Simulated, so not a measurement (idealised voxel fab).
Process module in this document: voxel transistor to metal
The cross-section on display is named cut; it measures 160 nm wide, and its cells are 5 nm squares.
A cross-section is written here as square cells arranged in a grid, and it is given in bands from the top down, each band taking up one or more rows of cells.
This entry defines a band. It first specifies the height of the band's top and the height of its bottom in nm, and then specifies the band's materials from left to right, stating each material with its width in nm. The word "edge to edge" identifies a single material that fills the band from edge to edge, while the word "blank" identifies empty space.
It should be noted that heights are counted from 0, beneath which the wafer as supplied is of one material throughout, and that the lowest band possesses no lower boundary but continues downward, as written in "z 0 and below".
So if you see something like "30->40" for the width, read it as the top row of the band sitting at the first number and the bottom row at the second, with every row in between moving by the same amount as the last.
Step marked "no modification"? Then no cell in the cross-section changed in it.
The list in "Closed void catalog" covers empty spaces of 8 cells or more that cannot reach the top through any open way, and it gives each as width x height at distance; the distance is from the left edge, and width, height and distance are in nm.
It should be noted that, on the line of a given step, the content following the step's settings is a remark produced by the simulator itself with respect to that step.
overlay nm: right-of-plan distance of the mask on a masked step; negative values mean left-of-plan.
### The steps planned for the process are as follows
| 1 | RECEIVE,material Si |
| 2 | CONFORMAL_DEP,material SiO2,thk nm 5 |
| 3 | CONFORMAL_DEP,material SiN,thk nm 15 |
| 4 | PATTERN,tone cover,mask id ACTIVE,material resist,width nm 95,thk nm 15,overlay nm 0 |
| 5 | DIRECTIONAL_ETCH,etch materials SiN,depth nm 15 |
| 6 | DIRECTIONAL_ETCH,etch materials SiO2,depth nm 5 |
| 7 | DIRECTIONAL_ETCH,etch materials Si,depth nm 20 |
| 8 | STRIP,etch materials resist |
| 9 | FILL_DEP,material SiO2,thk nm 15 |
| 10 | CMP,height nm 20 |
| 11 | SELECTIVE_ETCH,etch materials SiO2,depth nm 10 |
| 12 | STRIP,etch materials SiN |
| 13 | SELECTIVE_ETCH,etch materials SiO2,depth nm 5 |
| 14 | OXIDIZE,depth nm 5 |
| 15 | DIRECTIONAL_DEP,material polySi,thk nm 25 |
| 16 | DIRECTIONAL_DEP,material SiCN,thk nm 15 |
| 17 | PATTERN,tone cover,mask id GATE,material resist,width nm 25,thk nm 15,overlay nm 0 |
| 18 | DIRECTIONAL_ETCH,etch materials SiCN,depth nm 25 |
| 19 | DIRECTIONAL_ETCH,etch materials polySi,depth nm 35 |
| 20 | STRIP,etch materials resist |
| 21 | CONFORMAL_DEP,material SiO2,thk nm 5 |
| 22 | DIRECTIONAL_ETCH,etch materials SiO2,depth nm 5 |
| 23 | CONFORMAL_DEP,material SiN,thk nm 5 |
| 24 | DIRECTIONAL_ETCH,etch materials SiN,depth nm 5 |
| 25 | DIRECTIONAL_ETCH,etch materials SiO2,depth nm 5 |
| 26 | DIRECTIONAL_ETCH,etch materials Si,depth nm 15 |
| 27 | EPI,material SiGe,thk nm 15 |
| 28 | FILL_DEP,material SiO2,thk nm 5 |
| 29 | CMP,height nm 25 |
| 30 | STRIP,etch materials polySi |
| 31 | SELECTIVE_ETCH,etch materials SiO2,depth nm 5 |
| 32 | CONFORMAL_DEP,material HfO2,thk nm 5 |
| 33 | CONFORMAL_DEP,material TiN,thk nm 5 |
| 34 | FILL_DEP,material W,thk nm 5 |
| 35 | CMP,height nm 20 |
| 36 | DIRECTIONAL_DEP,material SiO2,thk nm 15 |
| 37 | PATTERN,tone open,mask id CONTACT,material resist,width nm 15,pitch nm 70,thk nm 20,overlay nm 0 |
| 38 | DIRECTIONAL_ETCH,etch materials SiO2,depth nm 25 |
| 39 | STRIP,etch materials resist |
| 40 | CONFORMAL_DEP,material TiN,thk nm 5 |
| 41 | FILL_DEP,material Ru,thk nm 10 |
| 42 | CMP,height nm 35 |
| 43 | DIRECTIONAL_DEP,material TiN,thk nm 5 |
| 44 | DIRECTIONAL_DEP,material W,thk nm 25 |
| 45 | PATTERN,tone cover,mask id METAL_1,material resist,width nm 15,pitch nm 70,thk nm 20,overlay nm 0 |
| 46 | DIRECTIONAL_ETCH,etch materials W,depth nm 25 |
| 47 | DIRECTIONAL_ETCH,etch materials TiN,depth nm 5 |
| 48 | STRIP,etch materials resist |
| 49 | FILL_DEP,material SiO2,thk nm 5 |
| 50 | CMP,height nm 65 |
| 51 | CONFORMAL_DEP,material SiCN,thk nm 5 |
| 52 | DIRECTIONAL_DEP,material SiO2,thk nm 30 |
| 53 | PATTERN,tone open,mask id METAL_2,material resist,width nm 15,pitch nm 70,thk nm 20,overlay nm 0 |
| 54 | DIRECTIONAL_ETCH,etch materials SiO2,depth nm 20 |
| 55 | STRIP,etch materials resist |
| 56 | MASKED_ETCH,tone open,mask id METAL_2_HOLES,width nm 15,pitch nm 70,etch materials SiO2,depth nm 10,overlay nm 0 |
| 57 | MASKED_ETCH,tone open,mask id METAL_2_HOLES,width nm 15,pitch nm 70,etch materials SiCN,depth nm 5,overlay nm 0 |
| 58 | CONFORMAL_DEP,material TiN,thk nm 5 |
| 59 | FILL_DEP,material Ru,thk nm 5 |
| 60 | CMP,height nm 100 |
| 61 | CONFORMAL_DEP,material SiCN,thk nm 5 |
Among the wafers covered here, the point of difference is the width nm at step 37; their starting state is shared, and the plan presents the value of the first wafer.
### After step 1, as received: first of several wafers, cross-section
z 0 and below = Si edge to edge
Closed void catalog: none
### Tabulated below, wafer by wafer, are the end-of-module results: for each material, the number of cells gained (+) or lost (-) relative to the as-received state, followed by the closed voids
width nm 15, +15 HfO2, +20 Ru, -95 Si, +58 SiCN, +50 SiGe, +10 SiN, +506 SiO2, +69 TiN, +39 W, Closed void catalog: none
width nm 20, +15 HfO2, +28 Ru, -95 Si, +58 SiCN, +50 SiGe, +10 SiN, +496 SiO2, +71 TiN, +39 W, Closed void catalog: none
width nm 25, +15 HfO2, +36 Ru, -95 Si, +58 SiCN, +50 SiGe, +10 SiN, +486 SiO2, +73 TiN, +39 W, Closed void catalog: none
width nm 30, +15 HfO2, +42 Ru, -95 Si, +58 SiCN, +50 SiGe, +10 SiN, +478 SiO2, +75 TiN, +39 W, Closed void catalog: none
